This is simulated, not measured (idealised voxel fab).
process module | voxel self aligned contacts
cross-section cut | 195 nm wide | cells 5 nm
A cross-section is a grid of square cells, given in bands from the top down. A band is one or more rows of cells.
Each band's line starts with the height of the band's top and of its bottom, in nm. Then come its materials from left to right, each with its width in nm. One material with "throughout" fills the band from edge to edge. "air" is empty space.
Height 0 is the level under which the wafer as received is all one material. The lowest band goes on downwards, as in "0 down".
A width such as "30 to 40" changes by the same amount from each row of cells to the next, from the band's top row to its bottom row.
"no change" after a step means that no cell of the cross-section changed.
closed voids: empty space of 8 cells or more with no open way to the top, each as width x height at its distance from the left edge, in nm
after a step's settings: what the simulator itself notes on the step
overlay nm, on a step with a mask: how far to the right of its planned place the mask lay; to the left if negative
plan
1 op RECEIVE | material Si
2 op OXIDIZE | depth nm 5
3 op DIRECTIONAL_DEP | material polySi | thk nm 30
4 op DIRECTIONAL_DEP | material SiN | thk nm 25
5 op PATTERN | tone cover | mask id GATE | material resist | width nm 30 | pitch nm 75 | thk nm 15 | overlay nm 0
6 op DIRECTIONAL_ETCH | etch materials SiN | depth nm 25
7 op DIRECTIONAL_ETCH | etch materials polySi | depth nm 30
8 op STRIP | etch materials resist
9 op CONFORMAL_DEP | material SiN | thk nm 10
10 op DIRECTIONAL_ETCH | etch materials SiN | depth nm 10
11 op FILL_DEP | material SiO2 | thk nm 20
12 op CMP | height nm 65
13 op MASKED_ETCH | tone open | mask id CONTACT | width nm 55 | etch materials SiO2 | depth nm 70 | overlay nm 0
14 op CONFORMAL_DEP | material TiN | thk nm 5
15 op FILL_DEP | material W | thk nm 5
16 op CMP | height nm 65
17 op CONFORMAL_DEP | material SiCN | thk nm 5
as received, after step 1
  0 down: Si throughout
  closed voids: none
first wafer at the end, as planned
  70 to 65: SiCN throughout
  65 to 55: SiO2 70 | TiN 5 to 20 | W 45 to 15 | TiN 5 to 20 | SiO2 70
  55 to 30: SiO2 35 | SiN 50 | TiN 5 | W 15 | TiN 5 | SiN 50 | SiO2 35
  30 to 0: SiO2 35 | SiN 10 | polySi 30 | SiN 10 | TiN 5 | W 15 | TiN 5 | SiN 10 | polySi 30 | SiN 10 | SiO2 35
  0 to -5: SiO2 85 | TiN 25 | SiO2 85
  -5 down: Si throughout
  closed voids: none
second wafer at the end: like start, like plan, one mistake
  70 to 65: SiCN throughout
  65 to 50: SiO2 70 | TiN 5 | W 45 | TiN 5 | SiO2 70
  50 to 45: SiO2 70 | TiN 10 | W 35 | TiN 10 | SiO2 70
  45 to 30: SiO2 45 | SiN 30 | TiN 5 | W 35 | TiN 5 | SiN 30 | SiO2 45
  30 to 0: SiO2 45 | polySi 30 | TiN 5 | W 35 | TiN 5 | polySi 30 | SiO2 45
  0 to -5: SiO2 75 | TiN 45 | SiO2 75
  -5 down: Si throughout
  closed voids: none
what went wrong: step 9 was left out
at the end the second wafer has, in cells: 112 fewer of SiN | 60 more of SiO2 | 52 more of W
